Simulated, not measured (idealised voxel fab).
process module | voxel air gaps
cross-section cut | 220 nm wide | cells 5 nm
A cross-section is a grid of square cells, given in bands from the top down. A band is one or more rows of cells.
Each band's line starts with the height of the band's top and of its bottom, in nm. Then come its materials from left to right, each with its width in nm. One material with "throughout" fills the band from edge to edge. "air" is empty space.
Height 0 is the level under which the wafer as received is all one material. The lowest band goes on downwards, as in "0 down".
A width such as "30 to 40" changes by the same amount from each row of cells to the next, from the band's top row to its bottom row.
"no change" after a step means that no cell of the cross-section changed.
closed voids: empty space of 8 cells or more with no open way to the top, each as width x height at its distance from the left edge, in nm
after a step's settings: what the simulator itself notes on the step
overlay nm, on a step with a mask: how far to the right of its planned place the mask lay; to the left if negative
plan
1 op RECEIVE | material Si
2 op CONFORMAL_DEP | material SiO2 | thk nm 10
3 op CONFORMAL_DEP | material SiN | thk nm 5
4 op DIRECTIONAL_DEP | material lowk | thk nm 35
5 op DIRECTIONAL_DEP | material aC | thk nm 15
6 op PATTERN | tone open | mask id LINES | material resist | width nm 25 | pitch nm 50 | thk nm 30 | overlay nm 0
7 op DIRECTIONAL_ETCH | etch materials aC | depth nm 15
8 op STRIP | etch materials resist
9 op DIRECTIONAL_ETCH | etch materials lowk | depth nm 35
10 op STRIP | etch materials aC
11 op CONFORMAL_DEP | material TiN | thk nm 5
12 op FILL_DEP | material Ru | thk nm 5
13 op CMP | height nm 50
14 op EPI | material Ru | thk nm 10
15 op SELECTIVE_ETCH | etch materials lowk | depth nm 45
16 op CONFORMAL_DEP | material SiCN | thk nm 5
as received, after step 1
  0 down: Si throughout
  closed voids: none
a wafer at the end: this start, this plan, one mistake
  60 to 50: air 10 | Ru 45 | air 5 | Ru 45 | air 5 | Ru 45 | air 5 | Ru 45 | air 15
  50 to 20: air 20 | TiN 5 | Ru 15 | TiN 5 | air 25 | TiN 5 | Ru 15 | TiN 5 | air 25 | TiN 5 | Ru 15 | TiN 5 | air 25 | TiN 5 | Ru 15 | TiN 5 | air 25
  20 to 15: air 20 | TiN 25 | air 25 | TiN 25 | air 25 | TiN 25 | air 25 | TiN 25 | air 25
  15 to 10: SiN throughout
  10 to 0: SiO2 throughout
  0 down: Si throughout
  closed voids: none
what went wrong: step 16 was left out
